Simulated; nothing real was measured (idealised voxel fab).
process module | voxel trench capacitor
cross-section cut | 145 nm wide | cells 5 nm
A cross-section is a grid of square cells, given in bands from the top down. A band is one or more rows of cells.
Each band's line starts with the height of the band's top and of its bottom, in nm. Then come its materials from left to right, each with its width in nm. One material with "throughout" fills the band from edge to edge. "air" is empty space.
Height 0 is the level under which the wafer as received is all one material. The lowest band goes on downwards, as in "0 down".
A width such as "30 to 40" changes by the same amount from each row of cells to the next, from the band's top row to its bottom row.
"no change" after a step means that no cell of the cross-section changed.
closed voids: empty space of 8 cells or more with no open way to the top, each as width x height at its distance from the left edge, in nm
after a step's settings: what the simulator itself notes on the step
overlay nm, on a step with a mask: how far to the right of its planned place the mask lay; to the left if negative
plan
1 op RECEIVE | material Si
2 op CONFORMAL_DEP | material SiN | thk nm 5
3 op DIRECTIONAL_DEP | material aC | thk nm 15
4 op PATTERN | tone open | mask id TRENCH | material resist | width nm 15 | pitch nm 45 | thk nm 35 | overlay nm 0
5 op DIRECTIONAL_ETCH | etch materials aC | depth nm 15
6 op STRIP | etch materials resist
7 op DIRECTIONAL_ETCH | etch materials SiN | depth nm 5
8 op DIRECTIONAL_ETCH | etch materials Si | depth nm 40
9 op STRIP | etch materials aC
10 op CONFORMAL_DEP | material Al2O3 | thk nm 5
11 op FILL_DEP | material polySi | thk nm 10
12 op CMP | height nm 5
varied across the wafers: thk nm of step 10. The plan shows the first wafer's value. All wafers start alike
first wafer as received, after step 1
  0 down: Si throughout
  closed voids: none
first wafer at the end, after step 12
  5 to 0: SiN 40 | Al2O3 5 | polySi 5 | Al2O3 5 | SiN 30 | Al2O3 5 | polySi 5 | Al2O3 5 | SiN 45
  0 to -35: Si 40 | Al2O3 5 | polySi 5 | Al2O3 5 | Si 30 | Al2O3 5 | polySi 5 | Al2O3 5 | Si 45
  -35 to -40: Si 40 | Al2O3 15 | Si 30 | Al2O3 15 | Si 45
  -40 down: Si throughout
  closed voids: none
last wafer at the end
  5 to 0: SiN 40 | Al2O3 15 | SiN 30 | Al2O3 15 | SiN 45
  0 to -40: Si 40 | Al2O3 15 | Si 30 | Al2O3 15 | Si 45
  -40 down: Si throughout
  closed voids: none
each wafer at the end: cells of each material gained (+) or lost (-) since it was received, then its closed voids
thk nm 5 | +38 Al2O3 | -48 Si | +23 SiN | +16 polySi | closed voids: none
thk nm 10 | +54 Al2O3 | -48 Si | +23 SiN | closed voids: none
thk nm 15 | +54 Al2O3 | -48 Si | +23 SiN | closed voids: none
thk nm 20 | +54 Al2O3 | -48 Si | +23 SiN | closed voids: none
